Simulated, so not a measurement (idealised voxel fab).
This section sets out a process module, namely voxel trench capacitor.
We display cut, a cross-section 265 nm in width whose square cells are each 5 nm.
Format of a cross-section: grid, square cells. Given as bands. Order: top down. Band: one or more rows of cells.
For a band, the entry starts with two heights in nm, that of the top and then that of the bottom, and carries on with the band's materials in order from left to right, each alongside its width in nm; the word "all across" beside a single material means it fills the band edge to edge, and "air" means empty space.
Heights are measured from 0, the level below which the as-received wafer is all one material; the lowest band has no bottom and continues downward, written as in "0 nm and below".
The width entry "30->40" should be interpreted row by row: the top row of cells in the band takes the first number, the bottom row takes the second number, and the change between adjacent rows is uniform throughout.
What does "nothing different" mean for a step? It means no cell of the cross-section changed in that step.
Entry "Closed void entries". Content: empty spaces with no open connection to the top, size 8 cells or greater. Each: width x height at distance. Distance: from left edge. Unit: nm.
Anything after a step's settings on that line? It's the simulator's own note about the step.
If you see "overlay nm" on a step's line and that step has a mask, it's telling you how far right of where it was planned the mask ended up; a negative number means it went left instead.
Intended process steps
| 1 | op RECEIVE | material Si |
| 2 | op CONFORMAL_DEP | material SiN | thk nm 10 |
| 3 | op DIRECTIONAL_DEP | material aC | thk nm 15 |
| 4 | op PATTERN | tone open | mask id TRENCH | material resist | width nm 20 | pitch nm 45 | thk nm 35 | overlay nm 0 |
| 5 | op DIRECTIONAL_ETCH | etch materials aC | depth nm 15 |
| 6 | op STRIP | etch materials resist |
| 7 | op DIRECTIONAL_ETCH | etch materials SiN | depth nm 10 |
| 8 | op DIRECTIONAL_ETCH | etch materials Si | depth nm 40 |
| 9 | op STRIP | etch materials aC |
| 10 | op CONFORMAL_DEP | material Al2O3 | thk nm 5 |
| 11 | op FILL_DEP | material polySi | thk nm 5 |
| 12 | op CMP | height nm 10 |
Cross-section: wafer on arrival = after step 1
- 0 nm and below | Si all across
- Closed void entries: none
Run as planned - first of the two wafers cross-sectioned at the end of the module
- 10 nm to 0 nm | SiN 75 nm  Al2O3 5 nm  polySi 10 nm  Al2O3 5 nm  SiN 25 nm  Al2O3 5 nm  polySi 10 nm  Al2O3 5 nm  SiN 25 nm  Al2O3 5 nm  polySi 10 nm  Al2O3 5 nm  SiN 80 nm
- 0 nm to -35 nm | Si 75 nm  Al2O3 5 nm  polySi 10 nm  Al2O3 5 nm  Si 25 nm  Al2O3 5 nm  polySi 10 nm  Al2O3 5 nm  Si 25 nm  Al2O3 5 nm  polySi 10 nm  Al2O3 5 nm  Si 80 nm
- -35 nm to -40 nm | Si 75 nm  Al2O3 20 nm  Si 25 nm  Al2O3 20 nm  Si 25 nm  Al2O3 20 nm  Si 80 nm
- -40 nm and below | Si all across
- Closed void entries: none
Second wafer cross-section at end of module - shared start and plan with the first, one mistake in the run
- 10 nm to 0 nm | SiN 75 nm  Al2O3 5 nm  SiN 10 nm  Al2O3 5 nm  SiN 25 nm  Al2O3 5 nm  SiN 10 nm  Al2O3 5 nm  SiN 25 nm  Al2O3 5 nm  SiN 10 nm  Al2O3 5 nm  SiN 80 nm
- 0 nm to -35 nm | Si 75 nm  Al2O3 5 nm  SiN 10 nm  Al2O3 5 nm  Si 25 nm  Al2O3 5 nm  SiN 10 nm  Al2O3 5 nm  Si 25 nm  Al2O3 5 nm  SiN 10 nm  Al2O3 5 nm  Si 80 nm
- -35 nm to -40 nm | Si 75 nm  Al2O3 20 nm  Si 25 nm  Al2O3 20 nm  Si 25 nm  Al2O3 20 nm  Si 80 nm
- -40 nm and below | Si all across
- Closed void entries: none
Where did the run depart from the plan? not per plan at step 11, really ran op FILL_DEP | material SiN | thk nm 5
Counted in cells at the end, the second wafer holds more or fewer of these materials than the first: SiN +54; polySi -54
